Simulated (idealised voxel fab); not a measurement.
The process module that follows is named voxel wiring stack.
Displayed cross-section: cut, width of 295 nm, square cells sized 5 nm.
Just so we're on the same page, the cross-sections are grids of square cells, and they're listed out in bands top to bottom, each band one or more rows deep.
Top height, bottom height, nm. Materials left to right, width each, nm. Single material + "all across" = fills band edge to edge. "blank" = empty.
All heights in this document are referenced to 0, defined as the level beneath which the wafer, as received, consists entirely of one material. The lowest band is not bounded below; it extends indefinitely downward and is written in the form "0 nm and below".
Width: "30..40" (first number = top row, second number = bottom row, same change from row to row of cells).
Any step labelled "no alterations made" changed none of the cells in the cross-section.
The entry titled "Internal closed voids" provides the empty spaces that have no open way to the top, restricted to those of 8 cells or more. Each is presented as width x height at distance, the distance being measured from the left edge, with all three in nm.
That trailing text on a step's line, after the settings, is the simulator's own remark on the step.
For masked steps, "overlay nm" on the step line gives how far right of plan the mask actually lay; a minus sign means it lay to the left.
[plan]
- 1: RECEIVE with material Si
- 2: CONFORMAL_DEP with material SiO2, thk nm 10
- 3: CONFORMAL_DEP with material SiCN, thk nm 5
- 4: DIRECTIONAL_DEP with material lowk, thk nm 25
- 5: PATTERN with tone open, mask id METAL_1, material resist, width nm 25, pitch nm 45, thk nm 15, overlay nm 0
- 6: DIRECTIONAL_ETCH with etch materials lowk, depth nm 25
- 7: DIRECTIONAL_ETCH with etch materials SiCN, depth nm 5
- 8: STRIP with etch materials resist
- 9: CONFORMAL_DEP with material TiN, thk nm 5
- 10: FILL_DEP with material Cu, thk nm 5
- 11: CMP with height nm 40
- 12: CONFORMAL_DEP with material SiCN, thk nm 5
- 13: DIRECTIONAL_DEP with material lowk, thk nm 15
- 14: DIRECTIONAL_DEP with material aC, thk nm 15
- 15: PATTERN with tone open, mask id PLUG_1, material resist, width nm 15, thk nm 35, overlay nm 0
- 16: DIRECTIONAL_ETCH with etch materials aC, depth nm 15
- 17: STRIP with etch materials resist
- 18: DIRECTIONAL_ETCH with etch materials lowk, depth nm 15
- 19: DIRECTIONAL_ETCH with etch materials SiCN, depth nm 5
- 20: STRIP with etch materials aC
- 21: EPI with material Ru, thk nm 10
- 22: EPI with material Ru, thk nm 10
- 23: CONFORMAL_DEP with material SiCN, thk nm 5
- 24: DIRECTIONAL_DEP with material lowk, thk nm 15
- 25: PATTERN with tone open, mask id METAL_2, material resist, width nm 25, pitch nm 45, thk nm 20, overlay nm 0
- 26: DIRECTIONAL_ETCH with etch materials lowk, depth nm 15
- 27: DIRECTIONAL_ETCH with etch materials SiCN, depth nm 5
- 28: STRIP with etch materials resist
- 29: CONFORMAL_DEP with material TiN, thk nm 5
- 30: FILL_DEP with material Ru, thk nm 5
- 31: CMP with height nm 80
- 32: CONFORMAL_DEP with material SiCN, thk nm 5
- 33: DIRECTIONAL_DEP with material SiO2, thk nm 20
- 34: PATTERN with tone open, mask id PLUG_2, material resist, width nm 15, thk nm 20, overlay nm 0
- 35: DIRECTIONAL_ETCH with etch materials SiO2, depth nm 20
- 36: DIRECTIONAL_ETCH with etch materials SiCN, depth nm 5
- 37: STRIP with etch materials resist
- 38: CONFORMAL_DEP with material TiN, thk nm 5
- 39: FILL_DEP with material Cu, thk nm 5
- 40: CMP with height nm 105
- 41: DIRECTIONAL_DEP with material TiN, thk nm 5
- 42: DIRECTIONAL_DEP with material Ru, thk nm 25
- 43: DIRECTIONAL_DEP with material aC, thk nm 10
- 44: PATTERN with tone cover, mask id METAL_3, material resist, width nm 25, pitch nm 45, thk nm 25, overlay nm 0
- 45: DIRECTIONAL_ETCH with etch materials aC, depth nm 10
- 46: STRIP with etch materials resist
- 47: DIRECTIONAL_ETCH with etch materials Ru, depth nm 25
- 48: DIRECTIONAL_ETCH with etch materials TiN, depth nm 5
- 49: STRIP with etch materials aC
- 50: CONFORMAL_DEP with material SiN, thk nm 5
- 51: FILL_DEP with material SiO2, thk nm 5
- 52: CMP with height nm 135
- 53: CONFORMAL_DEP with material SiN, thk nm 5
Where the wafers of this document differ is in the width nm of step 15; they start out the same, and the plan states the value that applied to the first wafer.
[The first of several wafers in cross-section, exactly as it reached us after step 1]
- 0 nm and below  Si all across
- Internal closed voids: none
[Rows = wafers. At module end, each row lists per material the cells gained (+) or lost (-) since the wafer was received, then the closed voids]
width nm 15, +34 Cu, +80 Ru, +210 SiCN, +128 SiN, +567 SiO2, +73 TiN, +560 lowk, Internal closed voids: none
width nm 20, +34 Cu, +84 Ru, +209 SiCN, +128 SiN, +567 SiO2, +73 TiN, +557 lowk, Internal closed voids: none
width nm 25, +34 Cu, +88 Ru, +208 SiCN, +128 SiN, +567 SiO2, +73 TiN, +554 lowk, Internal closed voids: none
width nm 30, +34 Cu, +92 Ru, +207 SiCN, +128 SiN, +567 SiO2, +73 TiN, +551 lowk, Internal closed voids: none
